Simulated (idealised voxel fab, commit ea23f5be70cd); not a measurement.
This is a process module. Its name is voxel wiring stack.
For reference, the cross-section in this document is cut, with width 220 nm and square cells of 5 nm.
Cross-section spec: square-cell grid; bands listed top down; each band is one or more rows. Band entry format. Leading values: height of top, height of bottom, nm. Remainder: materials in left-to-right order, each with its width in nm. Special words: "everywhere" on a single material, which then fills the band edge to edge; "blank", empty space. Where do heights start? At 0: under that level the wafer as delivered is made of one material only. And the lowest band has no floor; it just carries on downward, as in "from 0 down". Per-row width for "30 to 40": begins at first number (top row of band), ends at second number (bottom row), increment between rows held constant. You'll sometimes find "no alteration" written for a step, and that's the way of saying that nowhere in the cross-section did a cell change during that step. "Enclosed void list" means: voids of 8 cells or more that are shut off from the top with no open way through. Written width x height at distance, distance from the left edge, in nm. after a step's settings: what the simulator itself notes on the step. What "overlay nm" on a step's line means: if the step has a mask, that mask lay this far to the right of its planned place, or, when the value is negative, to the left.
## Steps in the process plan
1,RECEIVE,material Si
2,CONFORMAL_DEP,material SiO2,thk nm 15
3,CONFORMAL_DEP,material SiN,thk nm 5
4,DIRECTIONAL_DEP,material SiO2,thk nm 15
5,DIRECTIONAL_DEP,material aC,thk nm 15
6,PATTERN,tone open,mask id METAL_1,material resist,width nm 30,pitch nm 45,thk nm 30,overlay nm 0
7,DIRECTIONAL_ETCH,etch materials aC,depth nm 15
8,STRIP,etch materials resist
9,DIRECTIONAL_ETCH,etch materials SiO2,depth nm 15
10,DIRECTIONAL_ETCH,etch materials SiN,depth nm 5
11,STRIP,etch materials aC
12,CONFORMAL_DEP,material TiN,thk nm 5
13,FILL_DEP,material Cu,thk nm 5
14,CMP,height nm 35
15,EPI,material Ru,thk nm 5
16,FILL_DEP,material SiCN,thk nm 5
17,DIRECTIONAL_DEP,material SiO2,thk nm 30
18,DIRECTIONAL_DEP,material aC,thk nm 10
19,PATTERN,tone open,mask id METAL_2,material resist,width nm 30,pitch nm 45,thk nm 25,overlay nm 0
20,DIRECTIONAL_ETCH,etch materials aC,depth nm 10
21,STRIP,etch materials resist
22,DIRECTIONAL_ETCH,etch materials SiO2,depth nm 20
23,STRIP,etch materials aC
24,DIRECTIONAL_DEP,material aC,thk nm 10
25,PATTERN,tone open,mask id METAL_2_HOLES,material resist,width nm 15,pitch nm 45,thk nm 30,overlay nm 0
26,DIRECTIONAL_ETCH,etch materials aC,depth nm 10
27,STRIP,etch materials resist
28,DIRECTIONAL_ETCH,etch materials SiO2,depth nm 10
29,DIRECTIONAL_ETCH,etch materials SiCN,depth nm 5
30,STRIP,etch materials aC
31,CONFORMAL_DEP,material TiN,thk nm 5
32,FILL_DEP,material Cu,thk nm 5
33,CMP,height nm 75
34,CONFORMAL_DEP,material SiCN,thk nm 5
35,DIRECTIONAL_DEP,material lowk,thk nm 30
36,DIRECTIONAL_DEP,material aC,thk nm 10
37,PATTERN,tone open,mask id METAL_3_HOLES,material resist,width nm 15,pitch nm 90,thk nm 25,overlay nm 0
38,DIRECTIONAL_ETCH,etch materials aC,depth nm 10
39,STRIP,etch materials resist
40,DIRECTIONAL_ETCH,etch materials lowk,depth nm 30
41,STRIP,etch materials aC
42,PATTERN,tone open,mask id METAL_3,material resist,width nm 30,pitch nm 45,thk nm 20,overlay nm 0
43,DIRECTIONAL_ETCH,etch materials lowk,depth nm 20
44,DIRECTIONAL_ETCH,etch materials SiCN,depth nm 5
45,STRIP,etch materials resist
46,CONFORMAL_DEP,material TiN,thk nm 5
47,FILL_DEP,material Ru,thk nm 5
48,CMP,height nm 110
49,CONFORMAL_DEP,material SiCN,thk nm 5
50,DIRECTIONAL_DEP,material lowk,thk nm 15
51,DIRECTIONAL_DEP,material aC,thk nm 15
52,PATTERN,tone open,mask id PLUG_3,material resist,width nm 15,pitch nm 45,thk nm 30,overlay nm 0
53,DIRECTIONAL_ETCH,etch materials aC,depth nm 15
54,STRIP,etch materials resist
55,DIRECTIONAL_ETCH,etch materials lowk,depth nm 15
56,DIRECTIONAL_ETCH,etch materials SiCN,depth nm 5
57,STRIP,etch materials aC
58,CONFORMAL_DEP,material TiN,thk nm 5
59,FILL_DEP,material W,thk nm 5
60,CMP,height nm 130
61,DIRECTIONAL_DEP,material TiN,thk nm 5
62,DIRECTIONAL_DEP,material W,thk nm 25
63,PATTERN,tone cover,mask id METAL_4,material resist,width nm 30,pitch nm 45,thk nm 15,overlay nm 0
64,DIRECTIONAL_ETCH,etch materials W,depth nm 25
65,DIRECTIONAL_ETCH,etch materials TiN,depth nm 5
66,STRIP,etch materials resist
67,FILL_DEP,material SiO2,thk nm 10
68,CMP,height nm 160
69,CONFORMAL_DEP,material SiN,thk nm 5
## Cross-section of the wafer upon arrival, representing the state reached after step 1
from 0 down = Si everywhere
Enclosed void list: none
## Starting structure and process plan are as shown above, but one mistake was made in running the module; the wafer cross-section at the end of the module follows
from 165 to 160 = SiN everywhere
from 160 to 135 = 25 nm SiO2  30 nm W  15 nm SiO2  30 nm W  15 nm SiO2  30 nm W  15 nm SiO2  30 nm W  30 nm SiO2
from 135 to 130 = 25 nm SiO2  30 nm TiN  15 nm SiO2  30 nm TiN  15 nm SiO2  30 nm TiN  15 nm SiO2  30 nm TiN  30 nm SiO2
from 130 to 115 = 25 nm lowk  5 nm TiN  5 nm W  5 nm TiN  30 nm lowk  5 nm TiN  5 nm W  5 nm TiN  30 nm lowk  5 nm TiN  5 nm W  5 nm TiN  30 nm lowk  5 nm TiN  5 nm W  5 nm TiN  45 nm lowk
from 115 to 110 = 25 nm SiCN  15 nm TiN  30 nm SiCN  15 nm TiN  30 nm SiCN  15 nm TiN  30 nm SiCN  15 nm TiN  45 nm SiCN
from 110 to 95 = 25 nm lowk  5 nm TiN  20 nm Ru  5 nm TiN  20 nm lowk  5 nm TiN  15 nm Ru  5 nm TiN  15 nm lowk  5 nm TiN  20 nm Ru  5 nm TiN  20 nm lowk  5 nm TiN  15 nm Ru  5 nm TiN  30 nm lowk
from 95 to 90 = 25 nm lowk  5 nm TiN  5 nm Ru  20 nm TiN  20 nm lowk  25 nm TiN  15 nm lowk  5 nm TiN  5 nm Ru  20 nm TiN  20 nm lowk  25 nm TiN  30 nm lowk
from 90 to 85 = 25 nm lowk  5 nm TiN  5 nm Ru  5 nm TiN  75 nm lowk  5 nm TiN  5 nm Ru  5 nm TiN  90 nm lowk
from 85 to 80 = 25 nm lowk  15 nm TiN  75 nm lowk  15 nm TiN  90 nm lowk
from 80 to 75 = 30 nm SiCN  10 nm TiN  80 nm SiCN  10 nm TiN  90 nm SiCN
from 75 to 60 = 25 nm SiO2  5 nm TiN  20 nm Cu  5 nm TiN  15 nm SiO2  5 nm TiN  20 nm Cu  5 nm TiN  15 nm SiO2  5 nm TiN  20 nm Cu  5 nm TiN  15 nm SiO2  5 nm TiN  20 nm Cu  5 nm TiN  30 nm SiO2
from 60 to 55 = 25 nm SiO2  5 nm TiN  5 nm Cu  20 nm TiN  15 nm SiO2  5 nm TiN  5 nm Cu  20 nm TiN  15 nm SiO2  5 nm TiN  5 nm Cu  20 nm TiN  15 nm SiO2  5 nm TiN  5 nm Cu  20 nm TiN  30 nm SiO2
from 55 to 45 = 25 nm SiO2  5 nm TiN  5 nm Cu  5 nm TiN  30 nm SiO2  5 nm TiN  5 nm Cu  5 nm TiN  30 nm SiO2  5 nm TiN  5 nm Cu  5 nm TiN  30 nm SiO2  5 nm TiN  5 nm Cu  5 nm TiN  45 nm SiO2
from 45 to 40 = 25 nm SiCN  15 nm TiN  30 nm SiCN  15 nm TiN  30 nm SiCN  15 nm TiN  30 nm SiCN  15 nm TiN  45 nm SiCN
from 40 to 35 = 20 nm SiCN  40 nm Ru  5 nm SiCN  40 nm Ru  5 nm SiCN  40 nm Ru  5 nm SiCN  40 nm Ru  25 nm SiCN
from 35 to 20 = 25 nm SiO2  5 nm TiN  20 nm Cu  5 nm TiN  15 nm SiO2  5 nm TiN  20 nm Cu  5 nm TiN  15 nm SiO2  5 nm TiN  20 nm Cu  5 nm TiN  15 nm SiO2  5 nm TiN  20 nm Cu  5 nm TiN  30 nm SiO2
from 20 to 15 = 25 nm SiN  30 nm TiN  15 nm SiN  30 nm TiN  15 nm SiN  30 nm TiN  15 nm SiN  30 nm TiN  30 nm SiN
from 15 to 0 = SiO2 everywhere
from 0 down = Si everywhere
Enclosed void list: none
What broke from the plan during processing? step 42 did not happen as planned, as run it was PATTERN,tone open,mask id METAL_3,material resist,width nm 25,pitch nm 45,thk nm 20,overlay nm 0
